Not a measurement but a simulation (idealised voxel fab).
process module | voxel self aligned vias
cross-section cut | 155 nm wide | cells 5 nm
A cross-section is a grid of square cells, given in bands from the top down. A band is one or more rows of cells.
Each band's line starts with the height of the band's top and of its bottom, in nm. Then come its materials from left to right, each with its width in nm. One material with "throughout" fills the band from edge to edge. "air" is empty space.
Height 0 is the level under which the wafer as received is all one material. The lowest band goes on downwards, as in "0 down".
A width such as "30 to 40" changes by the same amount from each row of cells to the next, from the band's top row to its bottom row.
"no change" after a step means that no cell of the cross-section changed.
closed voids: empty space of 8 cells or more with no open way to the top, each as width x height at its distance from the left edge, in nm
after a step's settings: what the simulator itself notes on the step
overlay nm, on a step with a mask: how far to the right of its planned place the mask lay; to the left if negative
plan
1 op RECEIVE | material Si
2 op CONFORMAL_DEP | material SiO2 | thk nm 15
3 op CONFORMAL_DEP | material SiCN | thk nm 5
4 op DIRECTIONAL_DEP | material SiO2 | thk nm 25
5 op PATTERN | tone open | mask id LINES | material resist | width nm 30 | pitch nm 55 | thk nm 15 | overlay nm 0
6 op DIRECTIONAL_ETCH | etch materials SiO2 | depth nm 25
7 op STRIP | etch materials resist
8 op CONFORMAL_DEP | material TiN | thk nm 5
9 op FILL_DEP | material W | thk nm 10
10 op CMP | height nm 45
11 op SELECTIVE_ETCH | etch materials W Ru TiN | depth nm 5
12 op FILL_DEP | material SiN | thk nm 10
13 op CMP | height nm 45
14 op DIRECTIONAL_DEP | material SiO2 | thk nm 15
15 op MASKED_ETCH | tone open | mask id VIAS | width nm 40 | pitch nm 55 | etch materials SiO2 | depth nm 15 | overlay nm 0
16 op MASKED_ETCH | tone open | mask id VIAS | width nm 40 | pitch nm 55 | etch materials SiN | depth nm 5 | overlay nm 0
17 op CONFORMAL_DEP | material TiN | thk nm 5
18 op FILL_DEP | material Ru | thk nm 10
19 op CMP | height nm 60
20 op CONFORMAL_DEP | material SiCN | thk nm 5
first wafer, as planned
as received, after step 1
  0 down: Si throughout
  closed voids: none
after step 2
  15 to 0: SiO2 throughout
  below 0: unchanged
after step 3
  20 to 15: SiCN throughout
  below 15: unchanged
after step 4
  45 to 20: SiO2 throughout
  below 20: unchanged
after step 5
  60 to 45: resist 35 | air 30 | resist 25 | air 30 | resist 35
  below 45: unchanged
after step 6
  60 to 45: resist 35 | air 30 | resist 25 | air 30 | resist 35
  45 to 20: SiO2 35 | air 30 | SiO2 25 | air 30 | SiO2 35
  below 20: unchanged
after step 7
  45 to 20: SiO2 35 | air 30 | SiO2 25 | air 30 | SiO2 35
  below 20: unchanged
after step 8
  50 to 45: TiN 40 | air 20 | TiN 35 | air 20 | TiN 40
  45 to 25: SiO2 35 | TiN 5 | air 20 | TiN 5 | SiO2 25 | TiN 5 | air 20 | TiN 5 | SiO2 35
  25 to 20: SiO2 35 | TiN 30 | SiO2 25 | TiN 30 | SiO2 35
  below 20: unchanged
after step 9
  60 to 50: W throughout
  50 to 45: TiN 40 | W 20 | TiN 35 | W 20 | TiN 40
  45 to 25: SiO2 35 | TiN 5 | W 20 | TiN 5 | SiO2 25 | TiN 5 | W 20 | TiN 5 | SiO2 35
  below 25: unchanged
after step 10
  45 to 25: SiO2 35 | TiN 5 | W 20 | TiN 5 | SiO2 25 | TiN 5 | W 20 | TiN 5 | SiO2 35
  below 25: unchanged
after step 11
  45 to 40: SiO2 35 | air 30 | SiO2 25 | air 30 | SiO2 35
  below 40: unchanged
after step 12
  55 to 45: SiN throughout
  45 to 40: SiO2 35 | SiN 30 | SiO2 25 | SiN 30 | SiO2 35
  below 40: unchanged
after step 13
  45 to 40: SiO2 35 | SiN 30 | SiO2 25 | SiN 30 | SiO2 35
  below 40: unchanged
after step 14
  60 to 45: SiO2 throughout
  below 45: unchanged
after step 15
  60 to 45: SiO2 30 | air 40 | SiO2 15 | air 40 | SiO2 30
  below 45: unchanged
after step 16
  60 to 45: SiO2 30 | air 40 | SiO2 15 | air 40 | SiO2 30
  45 to 40: SiO2 35 | air 30 | SiO2 25 | air 30 | SiO2 35
  below 40: unchanged
after step 17
  65 to 60: TiN 35 | air 30 | TiN 25 | air 30 | TiN 35
  60 to 50: SiO2 30 | TiN 5 | air 30 | TiN 5 | SiO2 15 | TiN 5 | air 30 | TiN 5 | SiO2 30
  50 to 45: SiO2 30 | TiN 10 | air 20 | TiN 10 | SiO2 15 | TiN 10 | air 20 | TiN 10 | SiO2 30
  45 to 40: SiO2 35 | TiN 30 | SiO2 25 | TiN 30 | SiO2 35
  below 40: unchanged
after step 18
  75 to 65: Ru throughout
  65 to 60: TiN 35 | Ru 30 | TiN 25 | Ru 30 | TiN 35
  60 to 50: SiO2 30 | TiN 5 | Ru 30 | TiN 5 | SiO2 15 | TiN 5 | Ru 30 | TiN 5 | SiO2 30
  50 to 45: SiO2 30 | TiN 10 | Ru 20 | TiN 10 | SiO2 15 | TiN 10 | Ru 20 | TiN 10 | SiO2 30
  below 45: unchanged
after step 19
  60 to 50: SiO2 30 | TiN 5 | Ru 30 | TiN 5 | SiO2 15 | TiN 5 | Ru 30 | TiN 5 | SiO2 30
  below 50: unchanged
after step 20
  65 to 60: SiCN throughout
  below 60: unchanged
second wafer: like start, like plan, one mistake. Through step 1 it matches the first wafer
when step 2 should have ended
  30 to 0: SiO2 throughout
  below 0: unchanged
when step 3 should have ended
  35 to 30: SiCN throughout
  below 30: unchanged
when step 4 should have ended
  60 to 35: SiO2 throughout
  below 35: unchanged
when step 5 should have ended
  75 to 60: resist 35 | air 30 | resist 25 | air 30 | resist 35
  below 60: unchanged
when step 6 should have ended
  75 to 60: resist 35 | air 30 | resist 25 | air 30 | resist 35
  60 to 35: SiO2 35 | air 30 | SiO2 25 | air 30 | SiO2 35
  below 35: unchanged
when step 7 should have ended
  60 to 35: SiO2 35 | air 30 | SiO2 25 | air 30 | SiO2 35
  below 35: unchanged
when step 8 should have ended
  65 to 60: TiN 40 | air 20 | TiN 35 | air 20 | TiN 40
  60 to 40: SiO2 35 | TiN 5 | air 20 | TiN 5 | SiO2 25 | TiN 5 | air 20 | TiN 5 | SiO2 35
  40 to 35: SiO2 35 | TiN 30 | SiO2 25 | TiN 30 | SiO2 35
  below 35: unchanged
when step 9 should have ended
  75 to 65: W throughout
  65 to 60: TiN 40 | W 20 | TiN 35 | W 20 | TiN 40
  60 to 40: SiO2 35 | TiN 5 | W 20 | TiN 5 | SiO2 25 | TiN 5 | W 20 | TiN 5 | SiO2 35
  below 40: unchanged
when step 10 should have ended
  45 to 40: SiO2 35 | TiN 5 | W 20 | TiN 5 | SiO2 25 | TiN 5 | W 20 | TiN 5 | SiO2 35
  below 40: unchanged
when step 11 should have ended
  45 to 40: SiO2 35 | air 30 | SiO2 25 | air 30 | SiO2 35
  below 40: unchanged
when step 12 should have ended
  55 to 45: SiN throughout
  45 to 40: SiO2 35 | SiN 30 | SiO2 25 | SiN 30 | SiO2 35
  below 40: unchanged
when step 13 should have ended
  45 to 40: SiO2 35 | SiN 30 | SiO2 25 | SiN 30 | SiO2 35
  below 40: unchanged
when step 14 should have ended
  60 to 45: SiO2 throughout
  below 45: unchanged
when step 15 should have ended
  60 to 45: SiO2 30 | air 40 | SiO2 15 | air 40 | SiO2 30
  below 45: unchanged
when step 16 should have ended
  60 to 45: SiO2 30 | air 40 | SiO2 15 | air 40 | SiO2 30
  45 to 40: SiO2 35 | air 30 | SiO2 25 | air 30 | SiO2 35
  below 40: unchanged
when step 17 should have ended
  65 to 60: TiN 35 | air 30 | TiN 25 | air 30 | TiN 35
  60 to 50: SiO2 30 | TiN 5 | air 30 | TiN 5 | SiO2 15 | TiN 5 | air 30 | TiN 5 | SiO2 30
  50 to 45: SiO2 30 | TiN 10 | air 20 | TiN 10 | SiO2 15 | TiN 10 | air 20 | TiN 10 | SiO2 30
  45 to 35: SiO2 35 | TiN 30 | SiO2 25 | TiN 30 | SiO2 35
  below 35: unchanged
when step 18 should have ended
  75 to 65: Ru throughout
  65 to 60: TiN 35 | Ru 30 | TiN 25 | Ru 30 | TiN 35
  60 to 50: SiO2 30 | TiN 5 | Ru 30 | TiN 5 | SiO2 15 | TiN 5 | Ru 30 | TiN 5 | SiO2 30
  50 to 45: SiO2 30 | TiN 10 | Ru 20 | TiN 10 | SiO2 15 | TiN 10 | Ru 20 | TiN 10 | SiO2 30
  below 45: unchanged
when step 19 should have ended
  60 to 50: SiO2 30 | TiN 5 | Ru 30 | TiN 5 | SiO2 15 | TiN 5 | Ru 30 | TiN 5 | SiO2 30
  below 50: unchanged
when step 20 should have ended
  65 to 60: SiCN throughout
  below 60: unchanged
what went wrong: step 2 was run twice
at the end the second wafer has, in cells: 36 more of SiO2 | 12 fewer of TiN | 24 fewer of W
